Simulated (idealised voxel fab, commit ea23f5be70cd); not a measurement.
process module | voxel trench capacitor
Section cut is 210 nm wide and gridded with 5 nm square cells.
Cross-section, as written here: a square-cell grid given band by band from the top down, where a band holds one or more rows of cells. Band: top height; bottom height; in nm. Then, left to right: material with width in nm, for each material. "edge to edge": a single material spanning edge to edge. "blank": empty space. Note: height 0 marks the level under which the wafer is uniformly one material as received. Lowest band unbounded below, written "0 and below". A two-number width, for instance "30 to 40", indicates that the width is equal to the first number in the top row of the band and to the second number in the bottom row, and that it changes by a constant amount per row of cells. No cell of the cross-section changed in a step that is given as "no change". If an empty space has no open way to the top and is at least 8 cells in size, "Voids lacking openings" lists it, written width x height at distance, where distance is measured from the left edge and every value is in nm. What comes after the settings on a step's line is commentary from the simulator itself on that step. Each step line may optionally specify "overlay nm", which for a step with a mask gives the rightward distance between the mask's planned place and where it lay, a negative value indicating the leftward direction.

### Intended process steps
- 1: RECEIVE [material Si]
- 2: CONFORMAL_DEP [material SiN] [thk nm 10]
- 3: DIRECTIONAL_DEP [material aC] [thk nm 10]
- 4: PATTERN [tone open] [mask id TRENCH] [material resist] [width nm 25] [pitch nm 50] [thk nm 25] [overlay nm 0]
- 5: DIRECTIONAL_ETCH [etch materials aC] [depth nm 10]
- 6: STRIP [etch materials resist]
- 7: DIRECTIONAL_ETCH [etch materials SiN] [depth nm 10]
- 8: DIRECTIONAL_ETCH [etch materials Si] [depth nm 30]
- 9: STRIP [etch materials aC]
- 10: CONFORMAL_DEP [material SiO2] [thk nm 5]
- 11: FILL_DEP [material polySi] [thk nm 5]
- 12: CMP [height nm 10]

### Wafer, first of two, run as planned

### Step 1 complete: cross-section of the wafer as received
    0 and below | Si edge to edge
    Voids lacking openings: none

### Cross-section: wafer state after step 2
    10 down to 0 | SiN edge to edge
    Unchanged below 0.

### Cross-section: wafer state after step 3
    20 down to 10 | aC edge to edge
    Unchanged below 10.

### Cross-section: wafer state after step 4
    45 down to 20 | resist 15 | blank 25 | resist 25 | blank 25 | resist 25 | blank 25 | resist 25 | blank 25 | resist 20
    Unchanged below 20.

### Cross-section: wafer state after step 5
    35 down to 20 | resist 15 | blank 25 | resist 25 | blank 25 | resist 25 | blank 25 | resist 25 | blank 25 | resist 20
    20 down to 10 | aC 15 | blank 25 | aC 25 | blank 25 | aC 25 | blank 25 | aC 25 | blank 25 | aC 20
    Unchanged below 10.

### Cross-section: wafer state after step 6
    20 down to 10 | aC 15 | blank 25 | aC 25 | blank 25 | aC 25 | blank 25 | aC 25 | blank 25 | aC 20
    Unchanged below 10.

### Cross-section: wafer state after step 7
    20 down to 10 | aC 15 | blank 25 | aC 25 | blank 25 | aC 25 | blank 25 | aC 25 | blank 25 | aC 20
    10 down to 0 | SiN 15 | blank 25 | SiN 25 | blank 25 | SiN 25 | blank 25 | SiN 25 | blank 25 | SiN 20
    Unchanged below 0.

### Cross-section: wafer state after step 8
    20 down to 10 | aC 15 | blank 25 | aC 25 | blank 25 | aC 25 | blank 25 | aC 25 | blank 25 | aC 20
    10 down to 0 | SiN 15 | blank 25 | SiN 25 | blank 25 | SiN 25 | blank 25 | SiN 25 | blank 25 | SiN 20
    0 down to -30 | Si 15 | blank 25 | Si 25 | blank 25 | Si 25 | blank 25 | Si 25 | blank 25 | Si 20
    Unchanged below -30.

### Cross-section: wafer state after step 9
    10 down to 0 | SiN 15 | blank 25 | SiN 25 | blank 25 | SiN 25 | blank 25 | SiN 25 | blank 25 | SiN 20
    Unchanged below 0.

### Cross-section: wafer state after step 10
    15 down to 10 | SiO2 20 | blank 15 | SiO2 35 | blank 15 | SiO2 35 | blank 15 | SiO2 35 | blank 15 | SiO2 25
    10 down to 0 | SiN 15 | SiO2 5 | blank 15 | SiO2 5 | SiN 25 | SiO2 5 | blank 15 | SiO2 5 | SiN 25 | SiO2 5 | blank 15 | SiO2 5 | SiN 25 | SiO2 5 | blank 15 | SiO2 5 | SiN 20
    0 down to -25 | Si 15 | SiO2 5 | blank 15 | SiO2 5 | Si 25 | SiO2 5 | blank 15 | SiO2 5 | Si 25 | SiO2 5 | blank 15 | SiO2 5 | Si 25 | SiO2 5 | blank 15 | SiO2 5 | Si 20
    -25 down to -30 | Si 15 | SiO2 25 | Si 25 | SiO2 25 | Si 25 | SiO2 25 | Si 25 | SiO2 25 | Si 20
    Unchanged below -30.

### Cross-section: wafer state after step 11
    20 down to 15 | polySi edge to edge
    15 down to 10 | SiO2 20 | polySi 15 | SiO2 35 | polySi 15 | SiO2 35 | polySi 15 | SiO2 35 | polySi 15 | SiO2 25
    10 down to 0 | SiN 15 | SiO2 5 | polySi 15 | SiO2 5 | SiN 25 | SiO2 5 | polySi 15 | SiO2 5 | SiN 25 | SiO2 5 | polySi 15 | SiO2 5 | SiN 25 | SiO2 5 | polySi 15 | SiO2 5 | SiN 20
    0 down to -25 | Si 15 | SiO2 5 | polySi 15 | SiO2 5 | Si 25 | SiO2 5 | polySi 15 | SiO2 5 | Si 25 | SiO2 5 | polySi 15 | SiO2 5 | Si 25 | SiO2 5 | polySi 15 | SiO2 5 | Si 20
    Unchanged below -25.

### Cross-section: wafer state after step 12
    10 down to 0 | SiN 15 | SiO2 5 | polySi 15 | SiO2 5 | SiN 25 | SiO2 5 | polySi 15 | SiO2 5 | SiN 25 | SiO2 5 | polySi 15 | SiO2 5 | SiN 25 | SiO2 5 | polySi 15 | SiO2 5 | SiN 20
    Unchanged below 0.

### For the second wafer, take the first wafer's start and plan, then add one mistake made in running it; everything through step 5, that step included, is shared with the first

### Second wafer shown in cross-section at the time step 6 was slated to end
    35 down to 20 | resist 15 | blank 25 | resist 25 | blank 25 | resist 25 | blank 25 | resist 25 | blank 25 | resist 20
    20 down to 10 | aC 15 | blank 25 | aC 25 | blank 25 | aC 25 | blank 25 | aC 25 | blank 25 | aC 20
    10 down to 0 | SiN 15 | blank 25 | SiN 25 | blank 25 | SiN 25 | blank 25 | SiN 25 | blank 25 | SiN 20
    Unchanged below 0.

### Second wafer shown in cross-section at the time step 7 was slated to end
    20 down to 10 | aC 15 | blank 25 | aC 25 | blank 25 | aC 25 | blank 25 | aC 25 | blank 25 | aC 20
    Unchanged below 10.

### Second wafer shown in cross-section at the time step 8 was slated to end
    20 down to 10 | aC 15 | blank 25 | aC 25 | blank 25 | aC 25 | blank 25 | aC 25 | blank 25 | aC 20
    10 down to 0 | SiN 15 | blank 25 | SiN 25 | blank 25 | SiN 25 | blank 25 | SiN 25 | blank 25 | SiN 20
    0 down to -30 | Si 15 | blank 25 | Si 25 | blank 25 | Si 25 | blank 25 | Si 25 | blank 25 | Si 20
    Unchanged below -30.

### Second wafer shown in cross-section at the time step 9 was slated to end
    10 down to 0 | SiN 15 | blank 25 | SiN 25 | blank 25 | SiN 25 | blank 25 | SiN 25 | blank 25 | SiN 20
    Unchanged below 0.

### Second wafer shown in cross-section at the time step 10 was slated to end
    15 down to 10 | SiO2 20 | blank 15 | SiO2 35 | blank 15 | SiO2 35 | blank 15 | SiO2 35 | blank 15 | SiO2 25
    10 down to 0 | SiN 15 | SiO2 5 | blank 15 | SiO2 5 | SiN 25 | SiO2 5 | blank 15 | SiO2 5 | SiN 25 | SiO2 5 | blank 15 | SiO2 5 | SiN 25 | SiO2 5 | blank 15 | SiO2 5 | SiN 20
    0 down to -25 | Si 15 | SiO2 5 | blank 15 | SiO2 5 | Si 25 | SiO2 5 | blank 15 | SiO2 5 | Si 25 | SiO2 5 | blank 15 | SiO2 5 | Si 25 | SiO2 5 | blank 15 | SiO2 5 | Si 20
    -25 down to -30 | Si 15 | SiO2 25 | Si 25 | SiO2 25 | Si 25 | SiO2 25 | Si 25 | SiO2 25 | Si 20
    Unchanged below -30.

### Second wafer shown in cross-section at the time step 11 was slated to end
    20 down to 15 | polySi edge to edge
    15 down to 10 | SiO2 20 | polySi 15 | SiO2 35 | polySi 15 | SiO2 35 | polySi 15 | SiO2 35 | polySi 15 | SiO2 25
    10 down to 0 | SiN 15 | SiO2 5 | polySi 15 | SiO2 5 | SiN 25 | SiO2 5 | polySi 15 | SiO2 5 | SiN 25 | SiO2 5 | polySi 15 | SiO2 5 | SiN 25 | SiO2 5 | polySi 15 | SiO2 5 | SiN 20
    0 down to -25 | Si 15 | SiO2 5 | polySi 15 | SiO2 5 | Si 25 | SiO2 5 | polySi 15 | SiO2 5 | Si 25 | SiO2 5 | polySi 15 | SiO2 5 | Si 25 | SiO2 5 | polySi 15 | SiO2 5 | Si 20
    Unchanged below -25.

### Second wafer shown in cross-section at the time step 12 was slated to end
    10 down to 0 | SiN 15 | SiO2 5 | polySi 15 | SiO2 5 | SiN 25 | SiO2 5 | polySi 15 | SiO2 5 | SiN 25 | SiO2 5 | polySi 15 | SiO2 5 | SiN 25 | SiO2 5 | polySi 15 | SiO2 5 | SiN 20
    Unchanged below 0.
What was the processing mistake? the run placed steps 6 and 7 each in the position the plan gave to the other
Honestly, by the end the two wafers have the same cross-section, so the mistake just doesn't show up in what this model computes.
